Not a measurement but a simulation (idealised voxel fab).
The process module presented herein is designated voxel self aligned vias.
Section shown: cut. Width: 180 nm. Cell size: 5 nm, square.
Heads up, the way a cross-section reads in here is a grid of square cells, handed over as bands from the top down, with every band being one or more rows of cells.
A band entry consists of two parts. The first gives the height of the band's top and the height of its bottom, in nm. The rest lists the band's materials from left to right, each with its width in nm. A single material labelled with the word "throughout" fills the band from edge to edge, and the word "air" marks empty space.
Heights are measured from 0, the level below which the as-received wafer is all one material; the lowest band has no bottom and continues downward, written as in "z 0 and below".
Top row gets the first number, bottom row gets the second, and each row in between changes by the same step: that is how a band width like "30 to 40" works.
You'll sometimes find "nothing got changed" written for a step, and that's the way of saying that nowhere in the cross-section did a cell change during that step.
In the "Closed cavities" entry, you get each enclosed empty space of 8 cells or more, one with no open way to the top, written width x height at distance, distance from the left edge, in nm.
Where a step's line continues beyond its settings, the continuation is a remark by the simulator itself on that step.
"overlay nm" answers the question of how far to the right of plan the mask lay on a step that has a mask, and when it is negative the answer is to the left.

Steps in the process plan
- 1: RECEIVE with material Si
- 2: CONFORMAL_DEP with material SiO2, thk nm 15
- 3: CONFORMAL_DEP with material SiCN, thk nm 5
- 4: DIRECTIONAL_DEP with material lowk, thk nm 25
- 5: DIRECTIONAL_DEP with material aC, thk nm 10
- 6: PATTERN with tone open, mask id LINES, material resist, width nm 20, pitch nm 55, thk nm 25, overlay nm -10
- 7: DIRECTIONAL_ETCH with etch materials aC, depth nm 10
- 8: STRIP with etch materials resist
- 9: DIRECTIONAL_ETCH with etch materials lowk, depth nm 25
- 10: STRIP with etch materials aC
- 11: CONFORMAL_DEP with material TiN, thk nm 5
- 12: FILL_DEP with material Ru, thk nm 5
- 13: CMP with height nm 45
- 14: SELECTIVE_ETCH with etch materials W Ru TiN, depth nm 5
- 15: FILL_DEP with material SiN, thk nm 10
- 16: CMP with height nm 45
- 17: DIRECTIONAL_DEP with material lowk, thk nm 15
- 18: PATTERN with tone open, mask id VIAS, material resist, width nm 40, pitch nm 55, thk nm 15, overlay nm 0
- 19: DIRECTIONAL_ETCH with etch materials lowk, depth nm 15
- 20: DIRECTIONAL_ETCH with etch materials SiN, depth nm 5
- 21: STRIP with etch materials resist
- 22: CONFORMAL_DEP with material TiN, thk nm 5
- 23: FILL_DEP with material W, thk nm 10
- 24: CMP with height nm 60
- 25: CONFORMAL_DEP with material SiN, thk nm 5
The wafers are alike at the start. At step 6, their overlay nm differs. The plan lists the first wafer's value.

Step 1 complete: as-received cross-section of the first of several wafers
	z 0 and below: Si throughout
	Closed cavities: none

Row per wafer, end-of-module: cell gain (+)/loss (-) by material since the wafer came in, then closed voids
overlay nm -10; +18 Ru; +36 SiCN; +36 SiN; +108 SiO2; +72 TiN; +42 W; +156 lowk; Closed cavities: none
overlay nm -5; +18 Ru; +36 SiCN; +36 SiN; +108 SiO2; +72 TiN; +42 W; +156 lowk; Closed cavities: none
overlay nm 0; +18 Ru; +36 SiCN; +36 SiN; +108 SiO2; +72 TiN; +42 W; +156 lowk; Closed cavities: none
overlay nm 5; +18 Ru; +36 SiCN; +36 SiN; +108 SiO2; +72 TiN; +42 W; +156 lowk; Closed cavities: none
overlay nm 10; +18 Ru; +36 SiCN; +36 SiN; +108 SiO2; +72 TiN; +42 W; +156 lowk; Closed cavities: none
